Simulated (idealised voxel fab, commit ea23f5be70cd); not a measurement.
A process module follows: voxel gate over fins.
In the cross-section labelled cut, the width is 145 nm and each square cell is 5 nm.
We lay out every cross-section as a grid of square cells and spell it out in bands from the top down, where one band means one or more rows of cells.
What a band's entry tells you: where the top is and where the bottom is, as heights in nm, and after that what lies inside, material by material from left to right, each with its width in nm. Empty space is written as the word "blank", and a single material marked with the word "throughout" occupies the band from edge to edge.
A quick word on heights: they are counted from 0, and under that level the wafer as it came to us is one material throughout. The lowest band is different from the rest in having no bottom; it simply continues downward, written as in "top 0, no bottom".
So if you see something like "30 to 40" for the width, read it as the top row of the band sitting at the first number and the bottom row at the second, with every row in between moving by the same amount as the last.
The designation "all unchanged", where it is given for a processing step, indicates that no cell of the cross-section was altered in the course of that step.
"Listed closed voids": sealed empty spaces, 8 cells or more, no open way to top, listed width x height at distance, with distance from the left edge and width, height and distance in nm.
On each step's line, the part that comes after the settings is the simulator's own comment on the step.
overlay nm, on a step with a mask: how far to the right of its planned place the mask lay; to the left if negative
So here's the lineup of process steps we planned:
1. RECEIVE [material Si]
2. CONFORMAL_DEP [material SiN] [thk nm 5]
3. PATTERN [tone cover] [mask id FINS] [material resist] [width nm 15] [pitch nm 35] [thk nm 20] [overlay nm 0]
4. DIRECTIONAL_ETCH [etch materials SiN] [depth nm 5]
5. DIRECTIONAL_ETCH [etch materials Si] [depth nm 30]
6. STRIP [etch materials resist]
7. OXIDIZE [depth nm 5]
8. FILL_DEP [material SiO2] [thk nm 15]
9. CMP [height nm 5]
10. SELECTIVE_ETCH [etch materials SiO2] [depth nm 15]
11. STRIP [etch materials SiN]
12. CONFORMAL_DEP [material HfO2] [thk nm 5]
13. CONFORMAL_DEP [material TiN] [thk nm 5]
14. FILL_DEP [material W] [thk nm 15]
15. CMP [height nm 20]
16. CONFORMAL_DEP [material SiN] [thk nm 5]
Step 1 complete: cross-section of the wafer as received:
* top 0, no bottom: Si throughout
* Listed closed voids: none
This is how the wafer looks in cross-section once the module is done, given the starting state and plan above and one mistake in carrying the plan out:
* top 25, bottom 20: SiN throughout
* top 20, bottom 5: W throughout
* top 5, bottom 0: 30 of W / 15 of TiN / 20 of W / 15 of TiN / 20 of W / 15 of TiN / 30 of W
* top 0, bottom -5: 30 of W / 5 of TiN / 5 of Si / 5 of TiN / 20 of W / 5 of TiN / 5 of Si / 5 of TiN / 20 of W / 5 of TiN / 5 of Si / 5 of TiN / 30 of W
* top -5, bottom -10: 35 of TiN / 5 of Si / 30 of TiN / 5 of Si / 30 of TiN / 5 of Si / 35 of TiN
* top -10, bottom -35: 35 of SiO2 / 5 of Si / 30 of SiO2 / 5 of Si / 30 of SiO2 / 5 of Si / 35 of SiO2
* top -35, no bottom: Si throughout
* Listed closed voids: none
In executing the process, a mistake was made relative to the plan: no execution of plan step 12; skipped
